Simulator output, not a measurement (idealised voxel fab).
Process module, titled voxel gate over fins
We display cut, a cross-section 260 nm in width whose square cells are each 5 nm.
Cross-section, as written here: a square-cell grid given band by band from the top down, where a band holds one or more rows of cells.
What a band's entry tells you: where the top is and where the bottom is, as heights in nm, and after that what lies inside, material by material from left to right, each with its width in nm. Empty space is written as the word "blank", and a single material marked with the word "full width" occupies the band from edge to edge.
All heights in this document are referenced to 0, defined as the level beneath which the wafer, as received, consists entirely of one material. The lowest band is not bounded below; it extends indefinitely downward and is written in the form "0 nm and below".
The expression "30..40" gives the width at the extremes of the band, the first number at its top row of cells and the second at its bottom row, with the width changing by equal amounts from each row to the next in between.
You'll sometimes find "everything unchanged" written for a step, and that's the way of saying that nowhere in the cross-section did a cell change during that step.
This entry, "Closed void entries", enumerates those empty regions of no fewer than 8 cells that possess no open connection to the top. Each region is reported in the form width x height at distance, the distance being taken from the left edge, with all three quantities expressed in nm.
The remark found on a step's line after its settings is issued by the simulator itself and pertains to that step.
What "overlay nm" on a step's line means: if the step has a mask, that mask lay this far to the right of its planned place, or, when the value is negative, to the left.
**Listed below are the process steps as planned**
step 1: RECEIVE | material Si
step 2: CONFORMAL_DEP | material SiN | thk nm 5
step 3: MASKED_ETCH | tone cover | mask id FINS | width nm 15 | pitch nm 35 | etch materials SiN | depth nm 5 | overlay nm 0
step 4: MASKED_ETCH | tone cover | mask id FINS | width nm 15 | pitch nm 35 | etch materials Si | depth nm 35 | overlay nm 0
step 5: OXIDIZE | depth nm 5
step 6: FILL_DEP | material SiO2 | thk nm 15
step 7: CMP | height nm 5
step 8: SELECTIVE_ETCH | etch materials SiO2 | depth nm 20
step 9: STRIP | etch materials SiN
step 10: CONFORMAL_DEP | material HfO2 | thk nm 5
step 11: CONFORMAL_DEP | material TiN | thk nm 5
step 12: CONFORMAL_DEP | material TiAl | thk nm 5
step 13: CONFORMAL_DEP | material TiN | thk nm 5
step 14: FILL_DEP | material W | thk nm 15
step 15: CMP | height nm 30
step 16: CONFORMAL_DEP | material SiN | thk nm 10
**Below: the first of two wafers, run as planned**
**Wafer at receipt (post step 1), cross-section**
	0 nm and below  Si full width
	Closed void entries: none
**Step 2 done - wafer cross-section**
	5 nm to 0 nm  SiN full width
	No changes below 0.
**Step 3 done - wafer cross-section**
	5 nm to 0 nm  105 of blank, 15 of SiN, 20 of blank, 15 of SiN, 105 of blank
	No changes below 0.
**Step 4 done - wafer cross-section**
	5 nm to 0 nm  105 of blank, 15 of SiN, 20 of blank, 15 of SiN, 105 of blank
	0 nm to -35 nm  105 of blank, 15 of Si, 20 of blank, 15 of Si, 105 of blank
	No changes below -35.
**Step 5 done - wafer cross-section**
	5 nm to 0 nm  105 of blank, 15 of SiN, 20 of blank, 15 of SiN, 105 of blank
	0 nm to -35 nm  105 of blank, 5 of SiO2, 5 of Si, 5 of SiO2, 20 of blank, 5 of SiO2, 5 of Si, 5 of SiO2, 105 of blank
	-35 nm to -40 nm  110 of SiO2, 5 of Si, 30 of SiO2, 5 of Si, 110 of SiO2
	No changes below -40.
**Step 6 done - wafer cross-section**
	20 nm to 5 nm  SiO2 full width
	5 nm to 0 nm  105 of SiO2, 15 of SiN, 20 of SiO2, 15 of SiN, 105 of SiO2
	0 nm to -40 nm  110 of SiO2, 5 of Si, 30 of SiO2, 5 of Si, 110 of SiO2
	No changes below -40.
**Step 7 done - wafer cross-section**
	5 nm to 0 nm  105 of SiO2, 15 of SiN, 20 of SiO2, 15 of SiN, 105 of SiO2
	No changes below 0.
**Step 8 done - wafer cross-section**
	5 nm to 0 nm  105 of blank, 15 of SiN, 20 of blank, 15 of SiN, 105 of blank
	0 nm to -15 nm  110 of blank, 5 of Si, 30 of blank, 5 of Si, 110 of blank
	No changes below -15.
**Step 9 done - wafer cross-section**
	0 nm to -15 nm  110 of blank, 5 of Si, 30 of blank, 5 of Si, 110 of blank
	No changes below -15.
**Step 10 done - wafer cross-section**
	5 nm to 0 nm  105 of blank, 15 of HfO2, 20 of blank, 15 of HfO2, 105 of blank
	0 nm to -10 nm  105 of blank, 5 of HfO2, 5 of Si, 5 of HfO2, 20 of blank, 5 of HfO2, 5 of Si, 5 of HfO2, 105 of blank
	-10 nm to -15 nm  110 of HfO2, 5 of Si, 30 of HfO2, 5 of Si, 110 of HfO2
	No changes below -15.
**Step 11 done - wafer cross-section**
	10 nm to 5 nm  100 of blank, 25 of TiN, 10 of blank, 25 of TiN, 100 of blank
	5 nm to 0 nm  100 of blank, 5 of TiN, 15 of HfO2, 5 of TiN, 10 of blank, 5 of TiN, 15 of HfO2, 5 of TiN, 100 of blank
	0 nm to -5 nm  100 of blank, 5 of TiN, 5 of HfO2, 5 of Si, 5 of HfO2, 5 of TiN, 10 of blank, 5 of TiN, 5 of HfO2, 5 of Si, 5 of HfO2, 5 of TiN, 100 of blank
	-5 nm to -10 nm  105 of TiN, 5 of HfO2, 5 of Si, 5 of HfO2, 20 of TiN, 5 of HfO2, 5 of Si, 5 of HfO2, 105 of TiN
	No changes below -10.
**Step 12 done - wafer cross-section**
	15 nm to 10 nm  95 of blank, 70 of TiAl, 95 of blank
	10 nm to 5 nm  95 of blank, 5 of TiAl, 25 of TiN, 10 of TiAl, 25 of TiN, 5 of TiAl, 95 of blank
	5 nm to 0 nm  95 of blank, 5 of TiAl, 5 of TiN, 15 of HfO2, 5 of TiN, 10 of TiAl, 5 of TiN, 15 of HfO2, 5 of TiN, 5 of TiAl, 95 of blank
	0 nm to -5 nm  100 of TiAl, 5 of TiN, 5 of HfO2, 5 of Si, 5 of HfO2, 5 of TiN, 10 of TiAl, 5 of TiN, 5 of HfO2, 5 of Si, 5 of HfO2, 5 of TiN, 100 of TiAl
	No changes below -5.
**Step 13 done - wafer cross-section**
	20 nm to 15 nm  90 of blank, 80 of TiN, 90 of blank
	15 nm to 10 nm  90 of blank, 5 of TiN, 70 of TiAl, 5 of TiN, 90 of blank
	10 nm to 5 nm  90 of blank, 5 of TiN, 5 of TiAl, 25 of TiN, 10 of TiAl, 25 of TiN, 5 of TiAl, 5 of TiN, 90 of blank
	5 nm to 0 nm  95 of TiN, 5 of TiAl, 5 of TiN, 15 of HfO2, 5 of TiN, 10 of TiAl, 5 of TiN, 15 of HfO2, 5 of TiN, 5 of TiAl, 95 of TiN
	No changes below 0.
**Step 14 done - wafer cross-section**
	35 nm to 20 nm  W full width
	20 nm to 15 nm  90 of W, 80 of TiN, 90 of W
	15 nm to 10 nm  90 of W, 5 of TiN, 70 of TiAl, 5 of TiN, 90 of W
	10 nm to 5 nm  90 of W, 5 of TiN, 5 of TiAl, 25 of TiN, 10 of TiAl, 25 of TiN, 5 of TiAl, 5 of TiN, 90 of W
	No changes below 5.
**Step 15 done - wafer cross-section**
	30 nm to 20 nm  W full width
	No changes below 20.
**Step 16 done - wafer cross-section**
	40 nm to 30 nm  SiN full width
	No changes below 30.
**Second wafer - shared start and plan with the first - one error in running - same as the first up to step 3 inclusive**
**Cross-section of the second wafer corresponding to the planned conclusion of step 4**
	5 nm to 0 nm  105 of blank, 15 of SiN, 20 of blank, 15 of SiN, 105 of blank
	0 nm to -35 nm  100 of blank, 20 of Si, 15 of blank, 20 of Si, 105 of blank
	No changes below -35.
**Cross-section of the second wafer corresponding to the planned conclusion of step 5**
	5 nm to 0 nm  105 of blank, 15 of SiN, 20 of blank, 15 of SiN, 105 of blank
	0 nm to -5 nm  100 of blank, 10 of SiO2, 5 of Si, 5 of SiO2, 15 of blank, 10 of SiO2, 5 of Si, 5 of SiO2, 105 of blank
	-5 nm to -35 nm  100 of blank, 5 of SiO2, 10 of Si, 5 of SiO2, 15 of blank, 5 of SiO2, 10 of Si, 5 of SiO2, 105 of blank
	-35 nm to -40 nm  105 of SiO2, 10 of Si, 25 of SiO2, 10 of Si, 110 of SiO2
	No changes below -40.
**Cross-section of the second wafer corresponding to the planned conclusion of step 6**
	20 nm to 5 nm  SiO2 full width
	5 nm to 0 nm  105 of SiO2, 15 of SiN, 20 of SiO2, 15 of SiN, 105 of SiO2
	0 nm to -5 nm  110 of SiO2, 5 of Si, 30 of SiO2, 5 of Si, 110 of SiO2
	-5 nm to -40 nm  105 of SiO2, 10 of Si, 25 of SiO2, 10 of Si, 110 of SiO2
	No changes below -40.
**Cross-section of the second wafer corresponding to the planned conclusion of step 7**
	5 nm to 0 nm  105 of SiO2, 15 of SiN, 20 of SiO2, 15 of SiN, 105 of SiO2
	No changes below 0.
**Cross-section of the second wafer corresponding to the planned conclusion of step 8**
	5 nm to 0 nm  105 of blank, 15 of SiN, 20 of blank, 15 of SiN, 105 of blank
	0 nm to -5 nm  110 of blank, 5 of Si, 30 of blank, 5 of Si, 110 of blank
	-5 nm to -15 nm  105 of blank, 10 of Si, 25 of blank, 10 of Si, 110 of blank
	No changes below -15.
**Cross-section of the second wafer corresponding to the planned conclusion of step 9**
	0 nm to -5 nm  110 of blank, 5 of Si, 30 of blank, 5 of Si, 110 of blank
	No changes below -5.
**Cross-section of the second wafer corresponding to the planned conclusion of step 10**
	5 nm to 0 nm  105 of blank, 15 of HfO2, 20 of blank, 15 of HfO2, 105 of blank
	0 nm to -10 nm  100 of blank, 10..5 of HfO2, 5..10 of Si, 5 of HfO2, 15 of blank, 10..5 of HfO2, 5..10 of Si, 5 of HfO2, 105 of blank
	-10 nm to -15 nm  105 of HfO2, 10 of Si, 25 of HfO2, 10 of Si, 110 of HfO2
	No changes below -15.
**Cross-section of the second wafer corresponding to the planned conclusion of step 11**
	10 nm to 5 nm  100 of blank, 25 of TiN, 10 of blank, 25 of TiN, 100 of blank
	5 nm to 0 nm  95 of blank, 10 of TiN, 15 of HfO2, 5 of TiN, 5 of blank, 10 of TiN, 15 of HfO2, 5 of TiN, 100 of blank
	0 nm to -5 nm  95 of blank, 5 of TiN, 10 of HfO2, 5 of Si, 5 of HfO2, 5 of TiN, 5 of blank, 5 of TiN, 10 of HfO2, 5 of Si, 5 of HfO2, 5 of TiN, 100 of blank
	-5 nm to -10 nm  100 of TiN, 5 of HfO2, 10 of Si, 5 of HfO2, 15 of TiN, 5 of HfO2, 10 of Si, 5 of HfO2, 105 of TiN
	No changes below -10.
**Cross-section of the second wafer corresponding to the planned conclusion of step 12**
	15 nm to 10 nm  95 of blank, 70 of TiAl, 95 of blank
	10 nm to 5 nm  90 of blank, 10 of TiAl, 25 of TiN, 10 of TiAl, 25 of TiN, 5 of TiAl, 95 of blank
	5 nm to 0 nm  90 of blank, 5 of TiAl, 10 of TiN, 15 of HfO2, 5 of TiN, 5 of TiAl, 10 of TiN, 15 of HfO2, 5 of TiN, 5 of TiAl, 95 of blank
	0 nm to -5 nm  95 of TiAl, 5 of TiN, 10 of HfO2, 5 of Si, 5 of HfO2, 5 of TiN, 5 of TiAl, 5 of TiN, 10 of HfO2, 5 of Si, 5 of HfO2, 5 of TiN, 100 of TiAl
	No changes below -5.
**Cross-section of the second wafer corresponding to the planned conclusion of step 13**
	20 nm to 15 nm  90 of blank, 80 of TiN, 90 of blank
	15 nm to 10 nm  85 of blank, 10 of TiN, 70 of TiAl, 5 of TiN, 90 of blank
	10 nm to 5 nm  85 of blank, 5 of TiN, 10 of TiAl, 25 of TiN, 10 of TiAl, 25 of TiN, 5 of TiAl, 5 of TiN, 90 of blank
	5 nm to 0 nm  90 of TiN, 5 of TiAl, 10 of TiN, 15 of HfO2, 5 of TiN, 5 of TiAl, 10 of TiN, 15 of HfO2, 5 of TiN, 5 of TiAl, 95 of TiN
	No changes below 0.
**Cross-section of the second wafer corresponding to the planned conclusion of step 14**
	35 nm to 20 nm  W full width
	20 nm to 15 nm  90 of W, 80 of TiN, 90 of W
	15 nm to 10 nm  85 of W, 10 of TiN, 70 of TiAl, 5 of TiN, 90 of W
	10 nm to 5 nm  85 of W, 5 of TiN, 10 of TiAl, 25 of TiN, 10 of TiAl, 25 of TiN, 5 of TiAl, 5 of TiN, 90 of W
	No changes below 5.
**Cross-section of the second wafer corresponding to the planned conclusion of step 15**
	30 nm to 20 nm  W full width
	No changes below 20.
**Cross-section of the second wafer corresponding to the planned conclusion of step 16**
	40 nm to 30 nm  SiN full width
	No changes below 30.
Deviation from plan: step 4 did not happen as planned, as run it was MASKED_ETCH | tone cover | mask id FINS | width nm 15 | pitch nm 35 | etch materials Si | depth nm 35 | overlay nm -5
Per the end-of-run cell counts, the second wafer holds more or fewer of some materials than the first: Si +14, SiO2 -10, TiAl -2, W -2
